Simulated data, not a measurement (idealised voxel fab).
process module | voxel tone inversion
cross-section cut | 235 nm wide | cells 5 nm
A cross-section is a grid of square cells, given in bands from the top down. A band is one or more rows of cells.
Each band's line starts with the height of the band's top and of its bottom, in nm. Then come its materials from left to right, each with its width in nm. One material with "throughout" fills the band from edge to edge. "air" is empty space.
Height 0 is the level under which the wafer as received is all one material. The lowest band goes on downwards, as in "0 down".
A width such as "30 to 40" changes by the same amount from each row of cells to the next, from the band's top row to its bottom row.
"no change" after a step means that no cell of the cross-section changed.
closed voids: empty space of 8 cells or more with no open way to the top, each as width x height at its distance from the left edge, in nm
after a step's settings: what the simulator itself notes on the step
overlay nm, on a step with a mask: how far to the right of its planned place the mask lay; to the left if negative
plan
1 op RECEIVE | material Si
2 op CONFORMAL_DEP | material SiCN | thk nm 5
3 op DIRECTIONAL_DEP | material aC | thk nm 20
4 op PATTERN | tone cover | mask id POSTS | material resist | width nm 20 | pitch nm 40 | thk nm 30 | overlay nm 0
5 op DIRECTIONAL_ETCH | etch materials aC | depth nm 20
6 op STRIP | etch materials resist
7 op FILL_DEP | material SiO2 | thk nm 10
8 op CMP | height nm 25
9 op STRIP | etch materials aC
10 op CONFORMAL_DEP | material TiN | thk nm 5
11 op FILL_DEP | material Ru | thk nm 10
12 op CMP | height nm 25
13 op CONFORMAL_DEP | material SiCN | thk nm 5
as received, after step 1
  0 down: Si throughout
  closed voids: none
a wafer at the end: this start, this plan, one mistake
  30 to 25: SiCN throughout
  25 to 20: TiN 90 | Ru 10 | TiN 30 | Ru 10 | TiN 95
  20 to 10: SiO2 85 | TiN 5 | Ru 10 | TiN 5 | SiO2 20 | TiN 5 | Ru 10 | TiN 5 | SiO2 90
  10 to 5: SiO2 85 | TiN 20 | SiO2 20 | TiN 20 | SiO2 90
  5 to 0: SiCN throughout
  0 down: Si throughout
  closed voids: none
what went wrong: step 8 ran as: op CMP | height nm 20
